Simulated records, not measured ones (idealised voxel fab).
Herein follows the process module entitled voxel gate over fins.
Section shown: cut. Width: 205 nm. Cell size: 5 nm, square.
Just so we're on the same page, the cross-sections are grids of square cells, and they're listed out in bands top to bottom, each band one or more rows deep. Read a band's entry like this: the first values are the height of its top and the height of its bottom in nm, and what follows is the sequence of materials from left to right, each with its width in nm. Note that "empty" is empty space, and that a single material marked "all across" reaches across the band from edge to edge. Note: height 0 marks the level under which the wafer is uniformly one material as received. Lowest band unbounded below, written "0 and below". You'd read "30->40" like this: the band's top row of cells is as wide as the first number, its bottom row is as wide as the second, and going down, every row changes width by the same amount as the row before did. A step reported as "nothing was modified" is a step in which no cell of the cross-section changed. Basically, "Tabulated closed voids" tells you about the enclosed voids: empty spaces with no open way to the top, 8 cells or bigger, each written width x height at distance, where distance is from the left edge, all in nm. Post-settings text on a step line: simulator's own remark regarding the step. For masked steps, "overlay nm" on the step line gives how far right of plan the mask actually lay; a minus sign means it lay to the left.
-- This section lists the process steps that were planned
1: RECEIVE [material Si]
2: CONFORMAL_DEP [material SiN] [thk nm 5]
3: DIRECTIONAL_DEP [material aC] [thk nm 15]
4: PATTERN [tone cover] [mask id FINS] [material resist] [width nm 15] [pitch nm 40] [thk nm 30] [overlay nm 0]
5: DIRECTIONAL_ETCH [etch materials aC] [depth nm 15]
6: STRIP [etch materials resist]
7: DIRECTIONAL_ETCH [etch materials SiN] [depth nm 5]
8: DIRECTIONAL_ETCH [etch materials Si] [depth nm 30]
9: STRIP [etch materials aC]
10: FILL_DEP [material SiO2] [thk nm 10]
11: CMP [height nm 5]
12: SELECTIVE_ETCH [etch materials SiO2] [depth nm 20]
13: STRIP [etch materials SiN]
14: CONFORMAL_DEP [material HfO2] [thk nm 5]
15: CONFORMAL_DEP [material TiN] [thk nm 5]
16: CONFORMAL_DEP [material TiAl] [thk nm 5]
17: CONFORMAL_DEP [material TiN] [thk nm 5]
18: FILL_DEP [material W] [thk nm 10]
19: CMP [height nm 25]
20: CONFORMAL_DEP [material SiCN] [thk nm 5]
-- Here's what the wafer looked like in cross-section when it arrived - that's after step 1
0 and below  Si all across
Tabulated closed voids: none
-- As-planned run: cross-section of the first of two wafers at end of module
30 down to 25  SiCN all across
25 down to 20  W all across
20 down to 15  15 nm W, 175 nm TiN, 15 nm W
15 down to 10  15 nm W, 5 nm TiN, 165 nm TiAl, 5 nm TiN, 15 nm W
10 down to 5  15 nm W, 5 nm TiN, 5 nm TiAl, 35 nm TiN, 5 nm TiAl, 35 nm TiN, 5 nm TiAl, 35 nm TiN, 5 nm TiAl, 35 nm TiN, 5 nm TiAl, 5 nm TiN, 15 nm W
5 down to 0  20 nm TiN, 5 nm TiAl, 5 nm TiN, 25 nm HfO2, 5 nm TiN, 5 nm TiAl, 5 nm TiN, 25 nm HfO2, 5 nm TiN, 5 nm TiAl, 5 nm TiN, 25 nm HfO2, 5 nm TiN, 5 nm TiAl, 5 nm TiN, 25 nm HfO2, 5 nm TiN, 5 nm TiAl, 20 nm TiN
0 down to -5  25 nm TiAl, 5 nm TiN, 5 nm HfO2, 15 nm Si, 5 nm HfO2, 5 nm TiN, 5 nm TiAl, 5 nm TiN, 5 nm HfO2, 15 nm Si, 5 nm HfO2, 5 nm TiN, 5 nm TiAl, 5 nm TiN, 5 nm HfO2, 15 nm Si, 5 nm HfO2, 5 nm TiN, 5 nm TiAl, 5 nm TiN, 5 nm HfO2, 15 nm Si, 5 nm HfO2, 5 nm TiN, 25 nm TiAl
-5 down to -10  30 nm TiN, 5 nm HfO2, 15 nm Si, 5 nm HfO2, 15 nm TiN, 5 nm HfO2, 15 nm Si, 5 nm HfO2, 15 nm TiN, 5 nm HfO2, 15 nm Si, 5 nm HfO2, 15 nm TiN, 5 nm HfO2, 15 nm Si, 5 nm HfO2, 30 nm TiN
-10 down to -15  35 nm HfO2, 15 nm Si, 25 nm HfO2, 15 nm Si, 25 nm HfO2, 15 nm Si, 25 nm HfO2, 15 nm Si, 35 nm HfO2
-15 down to -30  35 nm SiO2, 15 nm Si, 25 nm SiO2, 15 nm Si, 25 nm SiO2, 15 nm Si, 25 nm SiO2, 15 nm Si, 35 nm SiO2
-30 and below  Si all across
Tabulated closed voids: none
-- Module end: cross-section of wafer two of two. Same start and process plan as the first wafer. One mistake during execution
30 down to 25  SiCN all across
25 down to 20  W all across
20 down to 15  15 nm W, 175 nm TiAl, 15 nm W
15 down to 5  15 nm W, 5 nm TiAl, 165 nm TiN, 5 nm TiAl, 15 nm W
5 down to 0  20 nm TiAl, 10 nm TiN, 25 nm HfO2, 15 nm TiN, 25 nm HfO2, 15 nm TiN, 25 nm HfO2, 15 nm TiN, 25 nm HfO2, 10 nm TiN, 20 nm TiAl
0 down to -10  30 nm TiN, 5 nm HfO2, 15 nm Si, 5 nm HfO2, 15 nm TiN, 5 nm HfO2, 15 nm Si, 5 nm HfO2, 15 nm TiN, 5 nm HfO2, 15 nm Si, 5 nm HfO2, 15 nm TiN, 5 nm HfO2, 15 nm Si, 5 nm HfO2, 30 nm TiN
-10 down to -15  35 nm HfO2, 15 nm Si, 25 nm HfO2, 15 nm Si, 25 nm HfO2, 15 nm Si, 25 nm HfO2, 15 nm Si, 35 nm HfO2
-15 down to -30  35 nm SiO2, 15 nm Si, 25 nm SiO2, 15 nm Si, 25 nm SiO2, 15 nm Si, 25 nm SiO2, 15 nm Si, 35 nm SiO2
-30 and below  Si all across
Tabulated closed voids: none
Want to know what went wrong? ran 16 and 17 in swapped order versus the plan
Final cells, second wafer relative to first, materials higher or lower: -9 TiAl | +9 TiN
